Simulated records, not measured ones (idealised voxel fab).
Module name: voxel ribs on slabs (process module)
The figure presents cross-section cut, which has a width of 230 nm and is divided into square cells with an edge length of 5 nm.
We lay out every cross-section as a grid of square cells and spell it out in bands from the top down, where one band means one or more rows of cells. Within each band entry, the heights of the top and of the bottom of the band appear first, in that order and in nm; the materials of the band then follow from left to right, each with its corresponding width in nm. The designation "everywhere" on a single material indicates that it fills the band from edge to edge; the designation "empty" indicates empty space. Note: height 0 marks the level under which the wafer is uniformly one material as received. Lowest band unbounded below, written "0 nm and below". Width: "30->40" (first number = top row, second number = bottom row, same change from row to row of cells). "nothing different" for a step: no cell of the cross-section changed in that step. "Enclosed empty spaces" - sealed voids, min. 8 cells, no opening to top; format: width x height at distance (distance from left edge; nm throughout). Text after the settings on a step's line: the simulator's own remark on that step. overlay nm: step with mask; distance mask lay right of planned place; negative value = left of planned place.
Listed below are the process steps as planned:
1. RECEIVE [material Si]
2. DIRECTIONAL_DEP [material SiO2] [thk nm 30]
3. DIRECTIONAL_DEP [material SiN] [thk nm 25]
4. DIRECTIONAL_DEP [material aC] [thk nm 10]
5. PATTERN [tone cover] [mask id RIB] [material resist] [width nm 25] [thk nm 25] [overlay nm 0]
6. DIRECTIONAL_ETCH [etch materials aC] [depth nm 10]
7. STRIP [etch materials resist]
8. DIRECTIONAL_ETCH [etch materials SiN] [depth nm 10]
9. STRIP [etch materials aC]
10. DIRECTIONAL_DEP [material aC] [thk nm 15]
11. PATTERN [tone cover] [mask id SLAB] [material resist] [width nm 85] [thk nm 30] [overlay nm 0]
12. DIRECTIONAL_ETCH [etch materials aC] [depth nm 15]
13. STRIP [etch materials resist]
14. DIRECTIONAL_ETCH [etch materials SiN] [depth nm 15]
15. STRIP [etch materials aC]
16. FILL_DEP [material SiO2] [thk nm 15]
17. CMP [height nm 65]
18. DIRECTIONAL_DEP [material TiN] [thk nm 5]
19. PATTERN [tone cover] [mask id HEATER] [material resist] [width nm 35] [thk nm 20] [overlay nm 0]
20. DIRECTIONAL_ETCH [etch materials TiN] [depth nm 5]
21. STRIP [etch materials resist]
22. CONFORMAL_DEP [material SiN] [thk nm 10]
The following pertains to the first of two wafers, which was processed as planned:
Wafer as received: cross-section following step 1:
> 0 nm and below | Si everywhere
> Enclosed empty spaces: none
Once step 2 is through, the wafer looks like this in cross-section:
> 30 nm to 0 nm | SiO2 everywhere
> Everything below 0 is unchanged.
Once step 3 is through, the wafer looks like this in cross-section:
> 55 nm to 30 nm | SiN everywhere
> Everything below 30 is unchanged.
Once step 4 is through, the wafer looks like this in cross-section:
> 65 nm to 55 nm | aC everywhere
> Everything below 55 is unchanged.
Once step 5 is through, the wafer looks like this in cross-section:
> 90 nm to 65 nm | 100 empty; 25 resist; 105 empty
> Everything below 65 is unchanged.
Once step 6 is through, the wafer looks like this in cross-section:
> 80 nm to 65 nm | 100 empty; 25 resist; 105 empty
> 65 nm to 55 nm | 100 empty; 25 aC; 105 empty
> Everything below 55 is unchanged.
Once step 7 is through, the wafer looks like this in cross-section:
> 65 nm to 55 nm | 100 empty; 25 aC; 105 empty
> Everything below 55 is unchanged.
Once step 8 is through, the wafer looks like this in cross-section:
> 65 nm to 55 nm | 100 empty; 25 aC; 105 empty
> 55 nm to 45 nm | 100 empty; 25 SiN; 105 empty
> Everything below 45 is unchanged.
Once step 9 is through, the wafer looks like this in cross-section:
> 55 nm to 45 nm | 100 empty; 25 SiN; 105 empty
> Everything below 45 is unchanged.
Once step 10 is through, the wafer looks like this in cross-section:
> 70 nm to 60 nm | 100 empty; 25 aC; 105 empty
> 60 nm to 55 nm | aC everywhere
> 55 nm to 45 nm | 100 aC; 25 SiN; 105 aC
> Everything below 45 is unchanged.
Once step 11 is through, the wafer looks like this in cross-section:
> 100 nm to 70 nm | 70 empty; 85 resist; 75 empty
> 70 nm to 60 nm | 70 empty; 30 resist; 25 aC; 30 resist; 75 empty
> Everything below 60 is unchanged.
Once step 12 is through, the wafer looks like this in cross-section:
> 85 nm to 70 nm | 70 empty; 85 resist; 75 empty
> 70 nm to 60 nm | 70 empty; 30 resist; 25 aC; 30 resist; 75 empty
> 60 nm to 55 nm | 70 empty; 85 aC; 75 empty
> 55 nm to 45 nm | 70 empty; 30 aC; 25 SiN; 30 aC; 75 empty
> Everything below 45 is unchanged.
Once step 13 is through, the wafer looks like this in cross-section:
> 70 nm to 60 nm | 100 empty; 25 aC; 105 empty
> Everything below 60 is unchanged.
Once step 14 is through, the wafer looks like this in cross-section:
> 70 nm to 60 nm | 100 empty; 25 aC; 105 empty
> 60 nm to 55 nm | 70 empty; 85 aC; 75 empty
> 55 nm to 45 nm | 70 empty; 30 aC; 25 SiN; 30 aC; 75 empty
> 45 nm to 30 nm | 70 empty; 85 SiN; 75 empty
> Everything below 30 is unchanged.
Once step 15 is through, the wafer looks like this in cross-section:
> 55 nm to 45 nm | 100 empty; 25 SiN; 105 empty
> Everything below 45 is unchanged.
Once step 16 is through, the wafer looks like this in cross-section:
> 70 nm to 55 nm | SiO2 everywhere
> 55 nm to 45 nm | 100 SiO2; 25 SiN; 105 SiO2
> 45 nm to 30 nm | 70 SiO2; 85 SiN; 75 SiO2
> Everything below 30 is unchanged.
Once step 17 is through, the wafer looks like this in cross-section:
> 65 nm to 55 nm | SiO2 everywhere
> Everything below 55 is unchanged.
Once step 18 is through, the wafer looks like this in cross-section:
> 70 nm to 65 nm | TiN everywhere
> Everything below 65 is unchanged.
Once step 19 is through, the wafer looks like this in cross-section:
> 90 nm to 70 nm | 95 empty; 35 resist; 100 empty
> Everything below 70 is unchanged.
Once step 20 is through, the wafer looks like this in cross-section:
> 90 nm to 70 nm | 95 empty; 35 resist; 100 empty
> 70 nm to 65 nm | 95 empty; 35 TiN; 100 empty
> Everything below 65 is unchanged.
Once step 21 is through, the wafer looks like this in cross-section:
> 70 nm to 65 nm | 95 empty; 35 TiN; 100 empty
> Everything below 65 is unchanged.
Once step 22 is through, the wafer looks like this in cross-section:
> 80 nm to 75 nm | 85 empty; 55 SiN; 90 empty
> 75 nm to 70 nm | SiN everywhere
> 70 nm to 65 nm | 95 SiN; 35 TiN; 100 SiN
> Everything below 65 is unchanged.
Second wafer - shared start and plan with the first - one error in running - same as the first up to step 4 inclusive:
Second wafer profile in section, at the moment step 5 of the plan was meant to be complete:
> 90 nm to 65 nm | 110 empty; 25 resist; 95 empty
> Everything below 65 is unchanged.
Second wafer profile in section, at the moment step 6 of the plan was meant to be complete:
> 80 nm to 65 nm | 110 empty; 25 resist; 95 empty
> 65 nm to 55 nm | 110 empty; 25 aC; 95 empty
> Everything below 55 is unchanged.
Second wafer profile in section, at the moment step 7 of the plan was meant to be complete:
> 65 nm to 55 nm | 110 empty; 25 aC; 95 empty
> Everything below 55 is unchanged.
Second wafer profile in section, at the moment step 8 of the plan was meant to be complete:
> 65 nm to 55 nm | 110 empty; 25 aC; 95 empty
> 55 nm to 45 nm | 110 empty; 25 SiN; 95 empty
> Everything below 45 is unchanged.
Second wafer profile in section, at the moment step 9 of the plan was meant to be complete:
> 55 nm to 45 nm | 110 empty; 25 SiN; 95 empty
> Everything below 45 is unchanged.
Second wafer profile in section, at the moment step 10 of the plan was meant to be complete:
> 70 nm to 60 nm | 110 empty; 25 aC; 95 empty
> 60 nm to 55 nm | aC everywhere
> 55 nm to 45 nm | 110 aC; 25 SiN; 95 aC
> Everything below 45 is unchanged.
Second wafer profile in section, at the moment step 11 of the plan was meant to be complete:
> 100 nm to 70 nm | 70 empty; 85 resist; 75 empty
> 70 nm to 60 nm | 70 empty; 40 resist; 25 aC; 20 resist; 75 empty
> Everything below 60 is unchanged.
Second wafer profile in section, at the moment step 12 of the plan was meant to be complete:
> 85 nm to 70 nm | 70 empty; 85 resist; 75 empty
> 70 nm to 60 nm | 70 empty; 40 resist; 25 aC; 20 resist; 75 empty
> 60 nm to 55 nm | 70 empty; 85 aC; 75 empty
> 55 nm to 45 nm | 70 empty; 40 aC; 25 SiN; 20 aC; 75 empty
> Everything below 45 is unchanged.
Second wafer profile in section, at the moment step 13 of the plan was meant to be complete:
> 70 nm to 60 nm | 110 empty; 25 aC; 95 empty
> Everything below 60 is unchanged.
Second wafer profile in section, at the moment step 14 of the plan was meant to be complete:
> 70 nm to 60 nm | 110 empty; 25 aC; 95 empty
> 60 nm to 55 nm | 70 empty; 85 aC; 75 empty
> 55 nm to 45 nm | 70 empty; 40 aC; 25 SiN; 20 aC; 75 empty
> 45 nm to 30 nm | 70 empty; 85 SiN; 75 empty
> Everything below 30 is unchanged.
Second wafer profile in section, at the moment step 15 of the plan was meant to be complete:
> 55 nm to 45 nm | 110 empty; 25 SiN; 95 empty
> Everything below 45 is unchanged.
Second wafer profile in section, at the moment step 16 of the plan was meant to be complete:
> 70 nm to 55 nm | SiO2 everywhere
> 55 nm to 45 nm | 110 SiO2; 25 SiN; 95 SiO2
> 45 nm to 30 nm | 70 SiO2; 85 SiN; 75 SiO2
> Everything below 30 is unchanged.
Second wafer profile in section, at the moment step 17 of the plan was meant to be complete:
> 65 nm to 55 nm | SiO2 everywhere
> Everything below 55 is unchanged.
Second wafer profile in section, at the moment step 18 of the plan was meant to be complete:
> 70 nm to 65 nm | TiN everywhere
> Everything below 65 is unchanged.
Second wafer profile in section, at the moment step 19 of the plan was meant to be complete:
> 90 nm to 70 nm | 95 empty; 35 resist; 100 empty
> Everything below 70 is unchanged.
Second wafer profile in section, at the moment step 20 of the plan was meant to be complete:
> 90 nm to 70 nm | 95 empty; 35 resist; 100 empty
> 70 nm to 65 nm | 95 empty; 35 TiN; 100 empty
> Everything below 65 is unchanged.
Second wafer profile in section, at the moment step 21 of the plan was meant to be complete:
> 70 nm to 65 nm | 95 empty; 35 TiN; 100 empty
> Everything below 65 is unchanged.
Second wafer profile in section, at the moment step 22 of the plan was meant to be complete:
> 80 nm to 75 nm | 85 empty; 55 SiN; 90 empty
> 75 nm to 70 nm | SiN everywhere
> 70 nm to 65 nm | 95 SiN; 35 TiN; 100 SiN
> Everything below 65 is unchanged.
The mistake made against the process plan was this: heads up, step 5 didn't go per plan, it actually ran as PATTERN [tone cover] [mask id RIB] [material resist] [width nm 25] [thk nm 25] [overlay nm 10]
at the end the second wafer has, in cells: as many of each material as the first, in other places
